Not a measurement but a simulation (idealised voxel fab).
Name of the process module below: voxel self aligned contacts
The figure presents cross-section cut, which has a width of 200 nm and is divided into square cells with an edge length of 5 nm.
Throughout this document, each cross-section is represented as a grid of square cells and is presented as a sequence of bands enumerated from the top downward, where a band comprises one or more rows of cells. Basically the band line says how high the top is and how high the bottom is, in nm, and then what's in it from left to right, every material with its width in nm. Empty space shows up as "air", and if a single material carries "full width" it runs the full band edge to edge. The level at which height equals 0 is the one under which the wafer, as it arrives, is entirely one material. No lower edge exists for the bottom band, which continues downward and is notated as in "0 -> down". So if you see something like "30 to 40" for the width, read it as the top row of the band sitting at the first number and the bottom row at the second, with every row in between moving by the same amount as the last. Basically "stayed the same" means that step didn't change any cell in the cross-section. Listed in "Enclosed void catalog": every empty space of 8 or more cells without an open way to the top. Form: width x height at distance, the distance being from the left edge, all in nm. after a step's settings: what the simulator itself notes on the step. The optional step-line setting "overlay nm" applies to steps with a mask and quantifies how far to the right of its planned location the mask lay, a negative value indicating leftward placement.

Process steps foreseen in the plan
- 1: op RECEIVE | material Si
- 2: op OXIDIZE | depth nm 5
- 3: op DIRECTIONAL_DEP | material polySi | thk nm 25
- 4: op DIRECTIONAL_DEP | material SiN | thk nm 20
- 5: op DIRECTIONAL_DEP | material aC | thk nm 10
- 6: op PATTERN | tone cover | mask id GATE | material resist | width nm 30 | pitch nm 65 | thk nm 30 | overlay nm 0
- 7: op DIRECTIONAL_ETCH | etch materials aC | depth nm 10
- 8: op STRIP | etch materials resist
- 9: op DIRECTIONAL_ETCH | etch materials SiN | depth nm 20
- 10: op DIRECTIONAL_ETCH | etch materials polySi | depth nm 25
- 11: op STRIP | etch materials aC
- 12: op CONFORMAL_DEP | material SiN | thk nm 10
- 13: op DIRECTIONAL_ETCH | etch materials SiN | depth nm 10
- 14: op FILL_DEP | material SiO2 | thk nm 15
- 15: op CMP | height nm 55
- 16: op DIRECTIONAL_DEP | material aC | thk nm 15
- 17: op PATTERN | tone open | mask id CONTACT | material resist | width nm 45 | thk nm 30 | overlay nm 0
- 18: op DIRECTIONAL_ETCH | etch materials aC | depth nm 15
- 19: op STRIP | etch materials resist
- 20: op DIRECTIONAL_ETCH | etch materials SiO2 | depth nm 60
- 21: op STRIP | etch materials aC
- 22: op CONFORMAL_DEP | material TiN | thk nm 5
- 23: op FILL_DEP | material Ru | thk nm 5
- 24: op CMP | height nm 55
- 25: op CONFORMAL_DEP | material SiCN | thk nm 5

Here's what the wafer looked like in cross-section when it arrived - that's after step 1
  0 -> down: Si full width
  Enclosed void catalog: none

One mistake in running the module, otherwise start and plan as above: cross-section at the end
  60 -> 55: SiCN full width
  55 -> 45: SiO2 75 nm; TiN 5 to 20 nm; Ru 35 to 5 nm; TiN 5 to 20 nm; SiO2 80 nm
  45 -> 25: SiO2 40 nm; SiN 50 nm; TiN 5 nm; Ru 5 nm; TiN 5 nm; SiN 50 nm; SiO2 45 nm
  25 -> 10: SiO2 40 nm; SiN 10 nm; polySi 30 nm; SiN 10 nm; TiN 5 nm; Ru 5 nm; TiN 5 nm; SiN 10 nm; polySi 30 nm; SiN 10 nm; SiO2 45 nm
  10 -> 5: SiO2 40 nm; SiN 10 nm; polySi 30 nm; SiN 10 nm; TiN 15 nm; SiN 10 nm; polySi 30 nm; SiN 10 nm; SiO2 45 nm
  5 -> 0: polySi full width
  0 -> -5: SiO2 full width
  -5 -> down: Si full width
  Enclosed void catalog: none
Finding, execution versus plan: step 10 went in with a setting other than planned; the actual run was op DIRECTIONAL_ETCH | etch materials polySi | depth nm 20
